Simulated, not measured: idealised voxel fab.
The process module that follows is named voxel capacitor over wiring.
For reference, the cross-section in this document is cut, with width 145 nm and square cells of 5 nm.
A cross-section is written here as square cells arranged in a grid, and it is given in bands from the top down, each band taking up one or more rows of cells.
Quick guide to a band line: top height, bottom height (nm) up front; then every material left to right with its width in nm. Only one material and it's marked "everywhere"? Then it fills the band edge to edge. And "blank" just means empty space.
Heights are expressed relative to 0, this being the level below which the as-received wafer comprises one material exclusively. The lowest band is unbounded in the downward direction and is denoted as in "0..down".
With a width like "30 to 40", each row of cells in the band differs from the next by the same amount, the top row carrying the first number and the bottom row the second.
Step marked "no modifications"? Then no cell in the cross-section changed in it.
Entry "Listed closed voids" = empty spaces >= 8 cells with no open way to the top; each as width x height at distance, distance from left edge, all nm.
Text after the settings on a step's line: the simulator's own remark on that step.
The setting "overlay nm" may be written on the line of a step. When the step uses a mask, the value reports how far to the right of the planned place the mask lay, and a negative value reports that it lay to the left.
**So here's the lineup of process steps we planned**
| 1 | op RECEIVE | material Si |
| 2 | op CONFORMAL_DEP | material SiO2 | thk nm 15 |
| 3 | op CONFORMAL_DEP | material SiN | thk nm 5 |
| 4 | op DIRECTIONAL_DEP | material SiO2 | thk nm 15 |
| 5 | op MASKED_ETCH | tone open | mask id METAL_1 | width nm 25 | pitch nm 75 | etch materials SiO2 | depth nm 15 | overlay nm 0 |
| 6 | op MASKED_ETCH | tone open | mask id METAL_1 | width nm 25 | pitch nm 75 | etch materials SiN | depth nm 5 | overlay nm 0 |
| 7 | op CONFORMAL_DEP | material TiN | thk nm 5 |
| 8 | op FILL_DEP | material Ru | thk nm 10 |
| 9 | op CMP | height nm 30 |
| 10 | op CONFORMAL_DEP | material SiCN | thk nm 5 |
| 11 | op DIRECTIONAL_DEP | material lowk | thk nm 15 |
| 12 | op PATTERN | tone open | mask id PLUG_1 | material resist | width nm 15 | thk nm 15 | overlay nm 0 |
| 13 | op DIRECTIONAL_ETCH | etch materials lowk | depth nm 15 |
| 14 | op DIRECTIONAL_ETCH | etch materials SiCN | depth nm 5 |
| 15 | op STRIP | etch materials resist |
| 16 | op EPI | material Ru | thk nm 10 |
| 17 | op EPI | material Ru | thk nm 10 |
| 18 | op DIRECTIONAL_DEP | material TiN | thk nm 5 |
| 19 | op DIRECTIONAL_DEP | material HfO2 | thk nm 5 |
| 20 | op DIRECTIONAL_DEP | material TiN | thk nm 10 |
| 21 | op DIRECTIONAL_DEP | material aC | thk nm 15 |
| 22 | op PATTERN | tone cover | mask id UPPER_PLATE | material resist | width nm 55 | thk nm 30 | overlay nm 0 |
| 23 | op DIRECTIONAL_ETCH | etch materials aC | depth nm 15 |
| 24 | op STRIP | etch materials resist |
| 25 | op DIRECTIONAL_ETCH | etch materials TiN | depth nm 10 |
| 26 | op DIRECTIONAL_ETCH | etch materials HfO2 | depth nm 5 |
| 27 | op STRIP | etch materials aC |
| 28 | op MASKED_ETCH | tone cover | mask id LOWER_PLATE | width nm 65 | etch materials TiN | depth nm 5 | overlay nm 0 |
| 29 | op FILL_DEP | material SiO2 | thk nm 15 |
| 30 | op CMP | height nm 85 |
| 31 | op MASKED_ETCH | tone open | mask id PLUG_2 | width nm 15 | etch materials SiO2 | depth nm 10 | overlay nm 0 |
| 32 | op CONFORMAL_DEP | material TiN | thk nm 5 |
| 33 | op FILL_DEP | material W | thk nm 5 |
| 34 | op CMP | height nm 85 |
| 35 | op CONFORMAL_DEP | material SiN | thk nm 5 |
The height nm used in step 9 is not the same on every wafer, whereas the starting condition is; the value printed in the plan is the first wafer's.
**Cross-section of the first incoming wafer of several, state after step 1**
    0..down: Si everywhere
    Listed closed voids: none
**Quick look at the cross-section of the first of several wafers after step 35, which wraps up the module**
    90..85: SiN everywhere
    85..80: SiO2 40; TiN 5; W 5; TiN 5; SiO2 90
    80..75: SiO2 40; TiN 15; SiO2 90
    75..70: SiO2 everywhere
    70..60: SiO2 30; TiN 55; SiO2 60
    60..55: SiO2 30; HfO2 55; SiO2 60
    55..50: SiO2 25; TiN 65; SiO2 55
    50..35: lowk 30; Ru 15; lowk 100
    35..30: SiCN 30; Ru 15; SiCN 100
    30..20: SiO2 20; TiN 5; Ru 15; TiN 5; SiO2 50; TiN 5; Ru 15; TiN 5; SiO2 25
    20..15: SiN 20; TiN 25; SiN 50; TiN 25; SiN 25
    15..0: SiO2 everywhere
    0..down: Si everywhere
    Listed closed voids: none
**Sectional view of the last wafer upon completion of the module**
    90..85: SiN everywhere
    85..80: SiO2 30; TiN 55; SiO2 60
    80..75: SiO2 30; HfO2 55; SiO2 60
    75..70: SiO2 25; TiN 65; SiO2 55
    70..55: lowk 30; Ru 15; lowk 100
    55..50: SiCN 30; Ru 15; SiCN 100
    50..40: Ru everywhere
    40..35: TiN 25; Ru 15; TiN 60; Ru 15; TiN 30
    35..20: SiO2 20; TiN 5; Ru 15; TiN 5; SiO2 50; TiN 5; Ru 15; TiN 5; SiO2 25
    20..15: SiN 20; TiN 25; SiN 50; TiN 25; SiN 25
    15..0: SiO2 everywhere
    0..down: Si everywhere
    Listed closed voids: none
**Wafer rows, end of module: cells per material gained (+) or lost (-) since receipt; closed voids last**
height nm 30, +11 HfO2, +24 Ru, +26 SiCN, +48 SiN, +276 SiO2, +58 TiN, +1 W, +78 lowk, Listed closed voids: none
height nm 35, +11 HfO2, +30 Ru, +26 SiCN, +48 SiN, +266 SiO2, +62 TiN, +1 W, +78 lowk, Listed closed voids: none
height nm 40, +11 HfO2, +36 Ru, +26 SiCN, +48 SiN, +240 SiO2, +83 TiN, +78 lowk, Listed closed voids: none
height nm 45, +11 HfO2, +65 Ru, +26 SiCN, +48 SiN, +214 SiO2, +80 TiN, +78 lowk, Listed closed voids: none
height nm 50, +11 HfO2, +94 Ru, +26 SiCN, +48 SiN, +196 SiO2, +69 TiN, +78 lowk, Listed closed voids: none
